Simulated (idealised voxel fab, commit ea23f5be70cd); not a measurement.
You're looking at the process module voxel wiring stack.
FYI the section here is cut, 170 nm wide, cells are 5 nm squares.
Format of a cross-section: grid, square cells. Given as bands. Order: top down. Band: one or more rows of cells. Heads up on the band format: heights come first, top then bottom, in nm. After that it's the materials left to right, each with its width in nm. A single material flagged "edge to edge" fills the whole band edge to edge, and "empty" means there's empty space there. Heights are measured from 0, the level below which the as-received wafer is all one material; the lowest band has no bottom and continues downward, written as in "0 and below". When a width is written as two numbers, as in "30 to 40", the first number is the width in the top row of cells of the band and the second is the width in its bottom row, and the width changes by the same amount from each row to the next. "no alterations made" means the step left every cell of the cross-section as it was. "Closed voids list": empty spaces of 8 cells or more with no open way to the top, each given as width x height at distance, distance from the left edge, all in nm. Text after the settings on a step's line: the simulator's own remark on that step. "overlay nm", when on a step's line for a step with a mask, measures how far to the right of its planned place the mask lay; a negative measure means to the left.

BELOW IS THE LIST OF PLANNED PROCESS STEPS
| 1 | RECEIVE [material Si] |
| 2 | CONFORMAL_DEP [material SiO2] [thk nm 15] |
| 3 | DIRECTIONAL_DEP [material TiN] [thk nm 5] |
| 4 | DIRECTIONAL_DEP [material Ru] [thk nm 15] |
| 5 | PATTERN [tone cover] [mask id METAL_1] [material resist] [width nm 25] [pitch nm 40] [thk nm 15] [overlay nm 0] |
| 6 | DIRECTIONAL_ETCH [etch materials Ru] [depth nm 15] |
| 7 | DIRECTIONAL_ETCH [etch materials TiN] [depth nm 5] |
| 8 | STRIP [etch materials resist] |
| 9 | CONFORMAL_DEP [material SiCN] [thk nm 5] |
| 10 | FILL_DEP [material lowk] [thk nm 10] |
| 11 | CMP [height nm 35] |
| 12 | CONFORMAL_DEP [material SiCN] [thk nm 5] |
| 13 | DIRECTIONAL_DEP [material lowk] [thk nm 10] |
| 14 | PATTERN [tone open] [mask id PLUG_1] [material resist] [width nm 15] [thk nm 20] [overlay nm 0] |
| 15 | DIRECTIONAL_ETCH [etch materials lowk] [depth nm 10] |
| 16 | DIRECTIONAL_ETCH [etch materials SiCN] [depth nm 5] |
| 17 | STRIP [etch materials resist] |
| 18 | CONFORMAL_DEP [material TiN] [thk nm 5] |
| 19 | FILL_DEP [material W] [thk nm 10] |
| 20 | CMP [height nm 50] |
| 21 | DIRECTIONAL_DEP [material TiN] [thk nm 5] |
| 22 | DIRECTIONAL_DEP [material Ru] [thk nm 25] |
| 23 | DIRECTIONAL_DEP [material aC] [thk nm 15] |
| 24 | PATTERN [tone cover] [mask id METAL_2] [material resist] [width nm 25] [pitch nm 40] [thk nm 30] [overlay nm 0] |
| 25 | DIRECTIONAL_ETCH [etch materials aC] [depth nm 15] |
| 26 | STRIP [etch materials resist] |
| 27 | DIRECTIONAL_ETCH [etch materials Ru] [depth nm 25] |
| 28 | DIRECTIONAL_ETCH [etch materials TiN] [depth nm 5] |
| 29 | STRIP [etch materials aC] |
| 30 | FILL_DEP [material lowk] [thk nm 5] |
| 31 | CMP [height nm 80] |
| 32 | CONFORMAL_DEP [material SiCN] [thk nm 5] |
| 33 | DIRECTIONAL_DEP [material SiO2] [thk nm 25] |
| 34 | PATTERN [tone open] [mask id METAL_3_HOLES] [material resist] [width nm 15] [thk nm 15] [overlay nm 0] |
| 35 | DIRECTIONAL_ETCH [etch materials SiO2] [depth nm 25] |
| 36 | STRIP [etch materials resist] |
| 37 | PATTERN [tone open] [mask id METAL_3] [material resist] [width nm 25] [pitch nm 40] [thk nm 15] [overlay nm 0] |
| 38 | DIRECTIONAL_ETCH [etch materials SiO2] [depth nm 15] |
| 39 | DIRECTIONAL_ETCH [etch materials SiCN] [depth nm 5] |
| 40 | STRIP [etch materials resist] |
| 41 | CONFORMAL_DEP [material TiN] [thk nm 5] |
| 42 | FILL_DEP [material Cu] [thk nm 10] |
| 43 | CMP [height nm 110] |
| 44 | CONFORMAL_DEP [material SiN] [thk nm 5] |

ON THE FIRST OF THE TWO WAFERS: RUN CONDUCTED ACCORDING TO PLAN

CROSS-SECTION OF THE WAFER AS IT CAME TO US, I.E., ALREADY THROUGH STEP 1
0 and below  Si edge to edge
Closed voids list: none

WAFER SECTION VIEW AFTER PROCESSING STEP 2
15 down to 0  SiO2 edge to edge
Below 0, the layers are the same as they were.

WAFER SECTION VIEW AFTER PROCESSING STEP 3
20 down to 15  TiN edge to edge
Below 15, the layers are the same as they were.

WAFER SECTION VIEW AFTER PROCESSING STEP 4
35 down to 20  Ru edge to edge
Below 20, the layers are the same as they were.

WAFER SECTION VIEW AFTER PROCESSING STEP 5
50 down to 35  50 of empty | 25 of resist | 15 of empty | 25 of resist | 55 of empty
Below 35, the layers are the same as they were.

WAFER SECTION VIEW AFTER PROCESSING STEP 6
50 down to 35  50 of empty | 25 of resist | 15 of empty | 25 of resist | 55 of empty
35 down to 20  50 of empty | 25 of Ru | 15 of empty | 25 of Ru | 55 of empty
Below 20, the layers are the same as they were.

WAFER SECTION VIEW AFTER PROCESSING STEP 7
50 down to 35  50 of empty | 25 of resist | 15 of empty | 25 of resist | 55 of empty
35 down to 20  50 of empty | 25 of Ru | 15 of empty | 25 of Ru | 55 of empty
20 down to 15  50 of empty | 25 of TiN | 15 of empty | 25 of TiN | 55 of empty
Below 15, the layers are the same as they were.

WAFER SECTION VIEW AFTER PROCESSING STEP 8
35 down to 20  50 of empty | 25 of Ru | 15 of empty | 25 of Ru | 55 of empty
Below 20, the layers are the same as they were.

WAFER SECTION VIEW AFTER PROCESSING STEP 9
40 down to 35  45 of empty | 35 of SiCN | 5 of empty | 35 of SiCN | 50 of empty
35 down to 20  45 of empty | 5 of SiCN | 25 of Ru | 5 of SiCN | 5 of empty | 5 of SiCN | 25 of Ru | 5 of SiCN | 50 of empty
20 down to 15  50 of SiCN | 25 of TiN | 15 of SiCN | 25 of TiN | 55 of SiCN
Below 15, the layers are the same as they were.

WAFER SECTION VIEW AFTER PROCESSING STEP 10
50 down to 40  lowk edge to edge
40 down to 35  45 of lowk | 35 of SiCN | 5 of lowk | 35 of SiCN | 50 of lowk
35 down to 20  45 of lowk | 5 of SiCN | 25 of Ru | 5 of SiCN | 5 of lowk | 5 of SiCN | 25 of Ru | 5 of SiCN | 50 of lowk
Below 20, the layers are the same as they were.

WAFER SECTION VIEW AFTER PROCESSING STEP 11
35 down to 20  45 of lowk | 5 of SiCN | 25 of Ru | 5 of SiCN | 5 of lowk | 5 of SiCN | 25 of Ru | 5 of SiCN | 50 of lowk
Below 20, the layers are the same as they were.

WAFER SECTION VIEW AFTER PROCESSING STEP 12
40 down to 35  SiCN edge to edge
Below 35, the layers are the same as they were.

WAFER SECTION VIEW AFTER PROCESSING STEP 13
50 down to 40  lowk edge to edge
Below 40, the layers are the same as they were.

WAFER SECTION VIEW AFTER PROCESSING STEP 14
70 down to 50  50 of resist | 15 of empty | 105 of resist
Below 50, the layers are the same as they were.

WAFER SECTION VIEW AFTER PROCESSING STEP 15
70 down to 50  50 of resist | 15 of empty | 105 of resist
50 down to 40  50 of lowk | 15 of empty | 105 of lowk
Below 40, the layers are the same as they were.

WAFER SECTION VIEW AFTER PROCESSING STEP 16
70 down to 50  50 of resist | 15 of empty | 105 of resist
50 down to 40  50 of lowk | 15 of empty | 105 of lowk
40 down to 35  50 of SiCN | 15 of empty | 105 of SiCN
Below 35, the layers are the same as they were.

WAFER SECTION VIEW AFTER PROCESSING STEP 17
50 down to 40  50 of lowk | 15 of empty | 105 of lowk
Below 40, the layers are the same as they were.

WAFER SECTION VIEW AFTER PROCESSING STEP 18
55 down to 50  55 of TiN | 5 of empty | 110 of TiN
50 down to 40  50 of lowk | 5 of TiN | 5 of empty | 5 of TiN | 105 of lowk
40 down to 35  50 of SiCN | 15 of TiN | 105 of SiCN
Below 35, the layers are the same as they were.

WAFER SECTION VIEW AFTER PROCESSING STEP 19
65 down to 55  W edge to edge
55 down to 50  55 of TiN | 5 of W | 110 of TiN
50 down to 40  50 of lowk | 5 of TiN | 5 of W | 5 of TiN | 105 of lowk
Below 40, the layers are the same as they were.

WAFER SECTION VIEW AFTER PROCESSING STEP 20
50 down to 40  50 of lowk | 5 of TiN | 5 of W | 5 of TiN | 105 of lowk
Below 40, the layers are the same as they were.

WAFER SECTION VIEW AFTER PROCESSING STEP 21
55 down to 50  TiN edge to edge
Below 50, the layers are the same as they were.

WAFER SECTION VIEW AFTER PROCESSING STEP 22
80 down to 55  Ru edge to edge
Below 55, the layers are the same as they were.

WAFER SECTION VIEW AFTER PROCESSING STEP 23
95 down to 80  aC edge to edge
Below 80, the layers are the same as they were.

WAFER SECTION VIEW AFTER PROCESSING STEP 24
125 down to 95  50 of empty | 25 of resist | 15 of empty | 25 of resist | 55 of empty
Below 95, the layers are the same as they were.

WAFER SECTION VIEW AFTER PROCESSING STEP 25
110 down to 95  50 of empty | 25 of resist | 15 of empty | 25 of resist | 55 of empty
95 down to 80  50 of empty | 25 of aC | 15 of empty | 25 of aC | 55 of empty
Below 80, the layers are the same as they were.

WAFER SECTION VIEW AFTER PROCESSING STEP 26
95 down to 80  50 of empty | 25 of aC | 15 of empty | 25 of aC | 55 of empty
Below 80, the layers are the same as they were.

WAFER SECTION VIEW AFTER PROCESSING STEP 27
95 down to 80  50 of empty | 25 of aC | 15 of empty | 25 of aC | 55 of empty
80 down to 55  50 of empty | 25 of Ru | 15 of empty | 25 of Ru | 55 of empty
Below 55, the layers are the same as they were.

WAFER SECTION VIEW AFTER PROCESSING STEP 28
95 down to 80  50 of empty | 25 of aC | 15 of empty | 25 of aC | 55 of empty
80 down to 55  50 of empty | 25 of Ru | 15 of empty | 25 of Ru | 55 of empty
55 down to 50  50 of empty | 25 of TiN | 15 of empty | 25 of TiN | 55 of empty
Below 50, the layers are the same as they were.

WAFER SECTION VIEW AFTER PROCESSING STEP 29
80 down to 55  50 of empty | 25 of Ru | 15 of empty | 25 of Ru | 55 of empty
Below 55, the layers are the same as they were.

WAFER SECTION VIEW AFTER PROCESSING STEP 30
85 down to 80  lowk edge to edge
80 down to 55  50 of lowk | 25 of Ru | 15 of lowk | 25 of Ru | 55 of lowk
55 down to 50  50 of lowk | 25 of TiN | 15 of lowk | 25 of TiN | 55 of lowk
Below 50, the layers are the same as they were.

WAFER SECTION VIEW AFTER PROCESSING STEP 31
80 down to 55  50 of lowk | 25 of Ru | 15 of lowk | 25 of Ru | 55 of lowk
Below 55, the layers are the same as they were.

WAFER SECTION VIEW AFTER PROCESSING STEP 32
85 down to 80  SiCN edge to edge
Below 80, the layers are the same as they were.

WAFER SECTION VIEW AFTER PROCESSING STEP 33
110 down to 85  SiO2 edge to edge
Below 85, the layers are the same as they were.

WAFER SECTION VIEW AFTER PROCESSING STEP 34
125 down to 110  50 of resist | 15 of empty | 105 of resist
Below 110, the layers are the same as they were.

WAFER SECTION VIEW AFTER PROCESSING STEP 35
125 down to 110  50 of resist | 15 of empty | 105 of resist
110 down to 85  50 of SiO2 | 15 of empty | 105 of SiO2
Below 85, the layers are the same as they were.

WAFER SECTION VIEW AFTER PROCESSING STEP 36
110 down to 85  50 of SiO2 | 15 of empty | 105 of SiO2
Below 85, the layers are the same as they were.

WAFER SECTION VIEW AFTER PROCESSING STEP 37
125 down to 110  50 of resist | 25 of empty | 15 of resist | 25 of empty | 55 of resist
Below 110, the layers are the same as they were.

WAFER SECTION VIEW AFTER PROCESSING STEP 38
125 down to 110  50 of resist | 25 of empty | 15 of resist | 25 of empty | 55 of resist
110 down to 95  50 of SiO2 | 25 of empty | 15 of SiO2 | 25 of empty | 55 of SiO2
Below 95, the layers are the same as they were.

WAFER SECTION VIEW AFTER PROCESSING STEP 39
125 down to 110  50 of resist | 25 of empty | 15 of resist | 25 of empty | 55 of resist
110 down to 95  50 of SiO2 | 25 of empty | 15 of SiO2 | 25 of empty | 55 of SiO2
95 down to 85  50 of SiO2 | 15 of empty | 105 of SiO2
85 down to 80  50 of SiCN | 15 of empty | 105 of SiCN
Below 80, the layers are the same as they were.

WAFER SECTION VIEW AFTER PROCESSING STEP 40
110 down to 95  50 of SiO2 | 25 of empty | 15 of SiO2 | 25 of empty | 55 of SiO2
Below 95, the layers are the same as they were.

WAFER SECTION VIEW AFTER PROCESSING STEP 41
115 down to 110  55 of TiN | 15 of empty | 25 of TiN | 15 of empty | 60 of TiN
110 down to 100  50 of SiO2 | 5 of TiN | 15 of empty | 5 of TiN | 15 of SiO2 | 5 of TiN | 15 of empty | 5 of TiN | 55 of SiO2
100 down to 95  50 of SiO2 | 5 of TiN | 5 of empty | 15 of TiN | 15 of SiO2 | 25 of TiN | 55 of SiO2
95 down to 85  50 of SiO2 | 5 of TiN | 5 of empty | 5 of TiN | 105 of SiO2
85 down to 80  50 of SiCN | 15 of TiN | 105 of SiCN
Below 80, the layers are the same as they were.

WAFER SECTION VIEW AFTER PROCESSING STEP 42
125 down to 115  Cu edge to edge
115 down to 110  55 of TiN | 15 of Cu | 25 of TiN | 15 of Cu | 60 of TiN
110 down to 100  50 of SiO2 | 5 of TiN | 15 of Cu | 5 of TiN | 15 of SiO2 | 5 of TiN | 15 of Cu | 5 of TiN | 55 of SiO2
100 down to 95  50 of SiO2 | 5 of TiN | 5 of Cu | 15 of TiN | 15 of SiO2 | 25 of TiN | 55 of SiO2
95 down to 85  50 of SiO2 | 5 of TiN | 5 of Cu | 5 of TiN | 105 of SiO2
Below 85, the layers are the same as they were.

WAFER SECTION VIEW AFTER PROCESSING STEP 43
110 down to 100  50 of SiO2 | 5 of TiN | 15 of Cu | 5 of TiN | 15 of SiO2 | 5 of TiN | 15 of Cu | 5 of TiN | 55 of SiO2
Below 100, the layers are the same as they were.

WAFER SECTION VIEW AFTER PROCESSING STEP 44
115 down to 110  SiN edge to edge
Below 110, the layers are the same as they were.

WAFER TWO. IDENTICAL START, IDENTICAL PLAN. ONE MISTAKE IN EXECUTION. IDENTICAL HISTORY THROUGH STEP 3

CROSS-SECTION: SECOND WAFER, TIME AT WHICH STEP 4 WAS SCHEDULED TO END
30 down to 20  Ru edge to edge
Below 20, the layers are the same as they were.

CROSS-SECTION: SECOND WAFER, TIME AT WHICH STEP 5 WAS SCHEDULED TO END
45 down to 30  50 of empty | 25 of resist | 15 of empty | 25 of resist | 55 of empty
Below 30, the layers are the same as they were.

CROSS-SECTION: SECOND WAFER, TIME AT WHICH STEP 6 WAS SCHEDULED TO END
45 down to 30  50 of empty | 25 of resist | 15 of empty | 25 of resist | 55 of empty
30 down to 20  50 of empty | 25 of Ru | 15 of empty | 25 of Ru | 55 of empty
Below 20, the layers are the same as they were.

CROSS-SECTION: SECOND WAFER, TIME AT WHICH STEP 7 WAS SCHEDULED TO END
45 down to 30  50 of empty | 25 of resist | 15 of empty | 25 of resist | 55 of empty
30 down to 20  50 of empty | 25 of Ru | 15 of empty | 25 of Ru | 55 of empty
20 down to 15  50 of empty | 25 of TiN | 15 of empty | 25 of TiN | 55 of empty
Below 15, the layers are the same as they were.

CROSS-SECTION: SECOND WAFER, TIME AT WHICH STEP 8 WAS SCHEDULED TO END
30 down to 20  50 of empty | 25 of Ru | 15 of empty | 25 of Ru | 55 of empty
Below 20, the layers are the same as they were.

CROSS-SECTION: SECOND WAFER, TIME AT WHICH STEP 9 WAS SCHEDULED TO END
35 down to 30  45 of empty | 35 of SiCN | 5 of empty | 35 of SiCN | 50 of empty
30 down to 20  45 of empty | 5 of SiCN | 25 of Ru | 5 of SiCN | 5 of empty | 5 of SiCN | 25 of Ru | 5 of SiCN | 50 of empty
20 down to 15  50 of SiCN | 25 of TiN | 15 of SiCN | 25 of TiN | 55 of SiCN
Below 15, the layers are the same as they were.

CROSS-SECTION: SECOND WAFER, TIME AT WHICH STEP 10 WAS SCHEDULED TO END
45 down to 35  lowk edge to edge
35 down to 30  45 of lowk | 35 of SiCN | 5 of lowk | 35 of SiCN | 50 of lowk
30 down to 20  45 of lowk | 5 of SiCN | 25 of Ru | 5 of SiCN | 5 of lowk | 5 of SiCN | 25 of Ru | 5 of SiCN | 50 of lowk
Below 20, the layers are the same as they were.

CROSS-SECTION: SECOND WAFER, TIME AT WHICH STEP 11 WAS SCHEDULED TO END
35 down to 30  45 of lowk | 35 of SiCN | 5 of lowk | 35 of SiCN | 50 of lowk
Below 30, the layers are the same as they were.

CROSS-SECTION: SECOND WAFER, TIME AT WHICH STEP 12 WAS SCHEDULED TO END
40 down to 35  SiCN edge to edge
Below 35, the layers are the same as they were.

CROSS-SECTION: SECOND WAFER, TIME AT WHICH STEP 13 WAS SCHEDULED TO END
50 down to 40  lowk edge to edge
Below 40, the layers are the same as they were.

CROSS-SECTION: SECOND WAFER, TIME AT WHICH STEP 14 WAS SCHEDULED TO END
70 down to 50  50 of resist | 15 of empty | 105 of resist
Below 50, the layers are the same as they were.

CROSS-SECTION: SECOND WAFER, TIME AT WHICH STEP 15 WAS SCHEDULED TO END
70 down to 50  50 of resist | 15 of empty | 105 of resist
50 down to 40  50 of lowk | 15 of empty | 105 of lowk
Below 40, the layers are the same as they were.

CROSS-SECTION: SECOND WAFER, TIME AT WHICH STEP 16 WAS SCHEDULED TO END
70 down to 50  50 of resist | 15 of empty | 105 of resist
50 down to 40  50 of lowk | 15 of empty | 105 of lowk
40 down to 35  50 of SiCN | 15 of empty | 105 of SiCN
Below 35, the layers are the same as they were.

CROSS-SECTION: SECOND WAFER, TIME AT WHICH STEP 17 WAS SCHEDULED TO END
50 down to 40  50 of lowk | 15 of empty | 105 of lowk
Below 40, the layers are the same as they were.

CROSS-SECTION: SECOND WAFER, TIME AT WHICH STEP 18 WAS SCHEDULED TO END
55 down to 50  55 of TiN | 5 of empty | 110 of TiN
50 down to 40  50 of lowk | 5 of TiN | 5 of empty | 5 of TiN | 105 of lowk
40 down to 35  50 of SiCN | 15 of TiN | 105 of SiCN
Below 35, the layers are the same as they were.

CROSS-SECTION: SECOND WAFER, TIME AT WHICH STEP 19 WAS SCHEDULED TO END
65 down to 55  W edge to edge
55 down to 50  55 of TiN | 5 of W | 110 of TiN
50 down to 40  50 of lowk | 5 of TiN | 5 of W | 5 of TiN | 105 of lowk
Below 40, the layers are the same as they were.

CROSS-SECTION: SECOND WAFER, TIME AT WHICH STEP 20 WAS SCHEDULED TO END
50 down to 40  50 of lowk | 5 of TiN | 5 of W | 5 of TiN | 105 of lowk
Below 40, the layers are the same as they were.

CROSS-SECTION: SECOND WAFER, TIME AT WHICH STEP 21 WAS SCHEDULED TO END
55 down to 50  TiN edge to edge
Below 50, the layers are the same as they were.

CROSS-SECTION: SECOND WAFER, TIME AT WHICH STEP 22 WAS SCHEDULED TO END
80 down to 55  Ru edge to edge
Below 55, the layers are the same as they were.

CROSS-SECTION: SECOND WAFER, TIME AT WHICH STEP 23 WAS SCHEDULED TO END
95 down to 80  aC edge to edge
Below 80, the layers are the same as they were.

CROSS-SECTION: SECOND WAFER, TIME AT WHICH STEP 24 WAS SCHEDULED TO END
125 down to 95  50 of empty | 25 of resist | 15 of empty | 25 of resist | 55 of empty
Below 95, the layers are the same as they were.

CROSS-SECTION: SECOND WAFER, TIME AT WHICH STEP 25 WAS SCHEDULED TO END
110 down to 95  50 of empty | 25 of resist | 15 of empty | 25 of resist | 55 of empty
95 down to 80  50 of empty | 25 of aC | 15 of empty | 25 of aC | 55 of empty
Below 80, the layers are the same as they were.

CROSS-SECTION: SECOND WAFER, TIME AT WHICH STEP 26 WAS SCHEDULED TO END
95 down to 80  50 of empty | 25 of aC | 15 of empty | 25 of aC | 55 of empty
Below 80, the layers are the same as they were.

CROSS-SECTION: SECOND WAFER, TIME AT WHICH STEP 27 WAS SCHEDULED TO END
95 down to 80  50 of empty | 25 of aC | 15 of empty | 25 of aC | 55 of empty
80 down to 55  50 of empty | 25 of Ru | 15 of empty | 25 of Ru | 55 of empty
Below 55, the layers are the same as they were.

CROSS-SECTION: SECOND WAFER, TIME AT WHICH STEP 28 WAS SCHEDULED TO END
95 down to 80  50 of empty | 25 of aC | 15 of empty | 25 of aC | 55 of empty
80 down to 55  50 of empty | 25 of Ru | 15 of empty | 25 of Ru | 55 of empty
55 down to 50  50 of empty | 25 of TiN | 15 of empty | 25 of TiN | 55 of empty
Below 50, the layers are the same as they were.

CROSS-SECTION: SECOND WAFER, TIME AT WHICH STEP 29 WAS SCHEDULED TO END
80 down to 55  50 of empty | 25 of Ru | 15 of empty | 25 of Ru | 55 of empty
Below 55, the layers are the same as they were.

CROSS-SECTION: SECOND WAFER, TIME AT WHICH STEP 30 WAS SCHEDULED TO END
85 down to 80  lowk edge to edge
80 down to 55  50 of lowk | 25 of Ru | 15 of lowk | 25 of Ru | 55 of lowk
55 down to 50  50 of lowk | 25 of TiN | 15 of lowk | 25 of TiN | 55 of lowk
Below 50, the layers are the same as they were.

CROSS-SECTION: SECOND WAFER, TIME AT WHICH STEP 31 WAS SCHEDULED TO END
80 down to 55  50 of lowk | 25 of Ru | 15 of lowk | 25 of Ru | 55 of lowk
Below 55, the layers are the same as they were.

CROSS-SECTION: SECOND WAFER, TIME AT WHICH STEP 32 WAS SCHEDULED TO END
85 down to 80  SiCN edge to edge
Below 80, the layers are the same as they were.

CROSS-SECTION: SECOND WAFER, TIME AT WHICH STEP 33 WAS SCHEDULED TO END
110 down to 85  SiO2 edge to edge
Below 85, the layers are the same as they were.

CROSS-SECTION: SECOND WAFER, TIME AT WHICH STEP 34 WAS SCHEDULED TO END
125 down to 110  50 of resist | 15 of empty | 105 of resist
Below 110, the layers are the same as they were.

CROSS-SECTION: SECOND WAFER, TIME AT WHICH STEP 35 WAS SCHEDULED TO END
125 down to 110  50 of resist | 15 of empty | 105 of resist
110 down to 85  50 of SiO2 | 15 of empty | 105 of SiO2
Below 85, the layers are the same as they were.

CROSS-SECTION: SECOND WAFER, TIME AT WHICH STEP 36 WAS SCHEDULED TO END
110 down to 85  50 of SiO2 | 15 of empty | 105 of SiO2
Below 85, the layers are the same as they were.

CROSS-SECTION: SECOND WAFER, TIME AT WHICH STEP 37 WAS SCHEDULED TO END
125 down to 110  50 of resist | 25 of empty | 15 of resist | 25 of empty | 55 of resist
Below 110, the layers are the same as they were.

CROSS-SECTION: SECOND WAFER, TIME AT WHICH STEP 38 WAS SCHEDULED TO END
125 down to 110  50 of resist | 25 of empty | 15 of resist | 25 of empty | 55 of resist
110 down to 95  50 of SiO2 | 25 of empty | 15 of SiO2 | 25 of empty | 55 of SiO2
Below 95, the layers are the same as they were.

CROSS-SECTION: SECOND WAFER, TIME AT WHICH STEP 39 WAS SCHEDULED TO END
125 down to 110  50 of resist | 25 of empty | 15 of resist | 25 of empty | 55 of resist
110 down to 95  50 of SiO2 | 25 of empty | 15 of SiO2 | 25 of empty | 55 of SiO2
95 down to 85  50 of SiO2 | 15 of empty | 105 of SiO2
85 down to 80  50 of SiCN | 15 of empty | 105 of SiCN
Below 80, the layers are the same as they were.

CROSS-SECTION: SECOND WAFER, TIME AT WHICH STEP 40 WAS SCHEDULED TO END
110 down to 95  50 of SiO2 | 25 of empty | 15 of SiO2 | 25 of empty | 55 of SiO2
Below 95, the layers are the same as they were.

CROSS-SECTION: SECOND WAFER, TIME AT WHICH STEP 41 WAS SCHEDULED TO END
115 down to 110  55 of TiN | 15 of empty | 25 of TiN | 15 of empty | 60 of TiN
110 down to 100  50 of SiO2 | 5 of TiN | 15 of empty | 5 of TiN | 15 of SiO2 | 5 of TiN | 15 of empty | 5 of TiN | 55 of SiO2
100 down to 95  50 of SiO2 | 5 of TiN | 5 of empty | 15 of TiN | 15 of SiO2 | 25 of TiN | 55 of SiO2
95 down to 85  50 of SiO2 | 5 of TiN | 5 of empty | 5 of TiN | 105 of SiO2
85 down to 80  50 of SiCN | 15 of TiN | 105 of SiCN
Below 80, the layers are the same as they were.

CROSS-SECTION: SECOND WAFER, TIME AT WHICH STEP 42 WAS SCHEDULED TO END
125 down to 115  Cu edge to edge
115 down to 110  55 of TiN | 15 of Cu | 25 of TiN | 15 of Cu | 60 of TiN
110 down to 100  50 of SiO2 | 5 of TiN | 15 of Cu | 5 of TiN | 15 of SiO2 | 5 of TiN | 15 of Cu | 5 of TiN | 55 of SiO2
100 down to 95  50 of SiO2 | 5 of TiN | 5 of Cu | 15 of TiN | 15 of SiO2 | 25 of TiN | 55 of SiO2
95 down to 85  50 of SiO2 | 5 of TiN | 5 of Cu | 5 of TiN | 105 of SiO2
Below 85, the layers are the same as they were.

CROSS-SECTION: SECOND WAFER, TIME AT WHICH STEP 43 WAS SCHEDULED TO END
110 down to 100  50 of SiO2 | 5 of TiN | 15 of Cu | 5 of TiN | 15 of SiO2 | 5 of TiN | 15 of Cu | 5 of TiN | 55 of SiO2
Below 100, the layers are the same as they were.

CROSS-SECTION: SECOND WAFER, TIME AT WHICH STEP 44 WAS SCHEDULED TO END
115 down to 110  SiN edge to edge
Below 110, the layers are the same as they were.
Error vs. plan: step 4 ran as: DIRECTIONAL_DEP [material Ru] [thk nm 10]
The final cell counts differ between the wafers, with the second having more or fewer of some materials than the first: Ru -10 | SiCN +10
